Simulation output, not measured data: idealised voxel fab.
Process module under the name voxel ribs on slabs
Square cell edge 5 nm, section width 240 nm, ID cut.
The cross-sections in this document take the form of a grid made of square cells. They are written out as bands, in order from top to bottom. Each band consists of one or more rows of cells.
Band entry format. Leading values: height of top, height of bottom, nm. Remainder: materials in left-to-right order, each with its width in nm. Special words: "all across" on a single material, which then fills the band edge to edge; "air", empty space.
Heights are expressed relative to 0, this being the level below which the as-received wafer comprises one material exclusively. The lowest band is unbounded in the downward direction and is denoted as in "0..down".
Read "30->40" as a graded width: first number on top, second number at the bottom, same change between each pair of neighbouring rows.
No cell of the cross-section changed in a step that is given as "remains unaltered".
"Sealed void inventory": sealed empty spaces, 8 cells or more, no open way to top, listed width x height at distance, with distance from the left edge and width, height and distance in nm.
after a step's settings: what the simulator itself notes on the step
"overlay nm" answers the question of how far to the right of plan the mask lay on a step that has a mask, and when it is negative the answer is to the left.
Plan
1: RECEIVE (material Si)
2: DIRECTIONAL_DEP (material SiO2; thk nm 20)
3: DIRECTIONAL_DEP (material SiN; thk nm 20)
4: DIRECTIONAL_DEP (material aC; thk nm 10)
5: PATTERN (tone cover; mask id RIB; material resist; width nm 30; thk nm 30; overlay nm 0)
6: DIRECTIONAL_ETCH (etch materials aC; depth nm 10)
7: STRIP (etch materials resist)
8: DIRECTIONAL_ETCH (etch materials SiN; depth nm 15)
9: STRIP (etch materials aC)
10: MASKED_ETCH (tone cover; mask id SLAB; width nm 60; etch materials SiN; depth nm 5; overlay nm 0)
11: FILL_DEP (material SiO2; thk nm 15)
12: CMP (height nm 50)
13: DIRECTIONAL_DEP (material W; thk nm 5)
14: MASKED_ETCH (tone cover; mask id HEATER; width nm 30; etch materials W; depth nm 5; overlay nm 0)
15: CONFORMAL_DEP (material SiN; thk nm 10)
Every wafer here starts from the same state; it is the step 14 width nm that distinguishes them, and the value the plan gives belongs to the first wafer.
The first of several wafers, as received after step 1, seen in section
> 0..down  Si all across
> Sealed void inventory: none
Module end state after final step 15: cross-section of the first of several wafers
> 65..60  95 air, then 50 SiN, then 95 air
> 60..55  SiN all across
> 55..50  105 SiN, then 30 W, then 105 SiN
> 50..40  SiO2 all across
> 40..25  105 SiO2, then 30 SiN, then 105 SiO2
> 25..20  90 SiO2, then 60 SiN, then 90 SiO2
> 20..0  SiO2 all across
> 0..down  Si all across
> Sealed void inventory: none
Last wafer of the set, cross-sectioned at end of module
> 65..60  85 air, then 75 SiN, then 80 air
> 60..55  SiN all across
> 55..50  95 SiN, then 55 W, then 90 SiN
> 50..40  SiO2 all across
> 40..25  105 SiO2, then 30 SiN, then 105 SiO2
> 25..20  90 SiO2, then 60 SiN, then 90 SiO2
> 20..0  SiO2 all across
> 0..down  Si all across
> Sealed void inventory: none
Heads up, this table goes wafer by wafer. A row tells you, at the end of the module, how many cells of each material that wafer has put on (+) or dropped (-) since it was received, and then its closed voids
width nm 30; +130 SiN; +450 SiO2; +6 W; Sealed void inventory: none
width nm 35; +130 SiN; +450 SiO2; +7 W; Sealed void inventory: none
width nm 40; +130 SiN; +450 SiO2; +8 W; Sealed void inventory: none
width nm 45; +130 SiN; +450 SiO2; +9 W; Sealed void inventory: none
width nm 50; +130 SiN; +450 SiO2; +10 W; Sealed void inventory: none
width nm 55; +130 SiN; +450 SiO2; +11 W; Sealed void inventory: none
